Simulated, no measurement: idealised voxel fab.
Proc. module: voxel self aligned vias
Section cut is 270 nm wide and gridded with 5 nm square cells.
Cross-section layout: square cells on a grid; listed as bands, top to bottom; a band spans one or more cell rows. The band entry comprises the height of the band's top followed by the height of its bottom, expressed in nm, and subsequently the band's materials from left to right, each stated together with its width in nm. Where a single material is marked with the word "all across", that material fills the band from edge to edge. The word "empty" represents empty space. Note: height 0 marks the level under which the wafer is uniformly one material as received. Lowest band unbounded below, written "0 and below". The two numbers in a width such as "30->40" mark its ends across the band: the first belongs to the top row of cells, the second to the bottom row, and from each row to the next the width moves by the same amount. The cross-section has no changed cell in any step marked "all unchanged". Basically, "Sealed void listing" tells you about the enclosed voids: empty spaces with no open way to the top, 8 cells or bigger, each written width x height at distance, where distance is from the left edge, all in nm. Formally, on a step line, whatever follows the settings is a remark that the simulator itself makes on the step. overlay nm: step with mask; distance mask lay right of planned place; negative value = left of planned place.

This section lists the process steps that were planned:
1 RECEIVE [material Si]
2 CONFORMAL_DEP [material SiO2] [thk nm 10]
3 CONFORMAL_DEP [material SiCN] [thk nm 5]
4 DIRECTIONAL_DEP [material SiO2] [thk nm 30]
5 PATTERN [tone open] [mask id LINES] [material resist] [width nm 20] [pitch nm 55] [thk nm 15] [overlay nm 0]
6 DIRECTIONAL_ETCH [etch materials SiO2] [depth nm 30]
7 STRIP [etch materials resist]
8 CONFORMAL_DEP [material TiN] [thk nm 5]
9 FILL_DEP [material W] [thk nm 10]
10 CMP [height nm 45]
11 SELECTIVE_ETCH [etch materials W Ru TiN] [depth nm 5]
12 FILL_DEP [material SiN] [thk nm 5]
13 CMP [height nm 45]
14 DIRECTIONAL_DEP [material SiO2] [thk nm 15]
15 DIRECTIONAL_DEP [material aC] [thk nm 10]
16 PATTERN [tone open] [mask id VIAS] [material resist] [width nm 40] [pitch nm 110] [thk nm 25] [overlay nm 0]
17 DIRECTIONAL_ETCH [etch materials aC] [depth nm 10]
18 STRIP [etch materials resist]
19 DIRECTIONAL_ETCH [etch materials SiO2] [depth nm 15]
20 DIRECTIONAL_ETCH [etch materials SiN] [depth nm 5]
21 STRIP [etch materials aC]
22 CONFORMAL_DEP [material TiN] [thk nm 5]
23 FILL_DEP [material Cu] [thk nm 5]
24 CMP [height nm 60]
25 CONFORMAL_DEP [material SiN] [thk nm 5]

Cross-section of the wafer upon arrival, representing the state reached after step 1:
* 0 and below  Si all across
* Sealed void listing: none

Here's the cross-section of the first of our two wafers at the end of the module - it ran as planned:
* 65 down to 60  SiN all across
* 60 down to 50  60 nm SiO2, then 5 nm TiN, then 30 nm Cu, then 5 nm TiN, then 70 nm SiO2, then 5 nm TiN, then 30 nm Cu, then 5 nm TiN, then 60 nm SiO2
* 50 down to 45  60 nm SiO2, then 15 nm TiN, then 10 nm Cu, then 15 nm TiN, then 70 nm SiO2, then 15 nm TiN, then 10 nm Cu, then 15 nm TiN, then 60 nm SiO2
* 45 down to 40  70 nm SiO2, then 20 nm TiN, then 35 nm SiO2, then 20 nm SiN, then 35 nm SiO2, then 20 nm TiN, then 70 nm SiO2
* 40 down to 20  70 nm SiO2, then 5 nm TiN, then 10 nm W, then 5 nm TiN, then 35 nm SiO2, then 5 nm TiN, then 10 nm W, then 5 nm TiN, then 35 nm SiO2, then 5 nm TiN, then 10 nm W, then 5 nm TiN, then 70 nm SiO2
* 20 down to 15  70 nm SiO2, then 20 nm TiN, then 35 nm SiO2, then 20 nm TiN, then 35 nm SiO2, then 20 nm TiN, then 70 nm SiO2
* 15 down to 10  SiCN all across
* 10 down to 0  SiO2 all across
* 0 and below  Si all across
* Sealed void listing: none

Cross-sectional image of the second wafer of the two following completion of the module. Starting state and process plan were the same as for the first wafer; one execution error occurred:
* 65 down to 60  SiN all across
* 60 down to 45  60 nm SiO2, then 5 nm TiN, then 30 nm Cu, then 5 nm TiN, then 70 nm SiO2, then 5 nm TiN, then 30 nm Cu, then 5 nm TiN, then 60 nm SiO2
* 45 down to 40  60 nm SiO2, then 40 nm TiN, then 25 nm SiO2, then 20 nm SiN, then 25 nm SiO2, then 40 nm TiN, then 60 nm SiO2
* 40 down to 30  60 nm SiO2, then 15 nm TiN, then 10 nm W, then 15 nm TiN, then 25 nm SiO2, then 5 nm TiN, then 10 nm W, then 5 nm TiN, then 25 nm SiO2, then 15 nm TiN, then 10 nm W, then 15 nm TiN, then 60 nm SiO2
* 30 down to 20  70 nm SiO2, then 5 nm TiN, then 10 nm W, then 5 nm TiN, then 35 nm SiO2, then 5 nm TiN, then 10 nm W, then 5 nm TiN, then 35 nm SiO2, then 5 nm TiN, then 10 nm W, then 5 nm TiN, then 70 nm SiO2
* 20 down to 15  70 nm SiO2, then 20 nm TiN, then 35 nm SiO2, then 20 nm TiN, then 35 nm SiO2, then 20 nm TiN, then 70 nm SiO2
* 15 down to 10  SiCN all across
* 10 down to 0  SiO2 all across
* 0 and below  Si all across
* Sealed void listing: none
Deviation noted in wafer processing: step 19 of the plan saw execution twice
Materials where the second wafer ends with more or fewer cells than the first: Cu: 8 more; SiO2: 24 fewer; TiN: 16 more
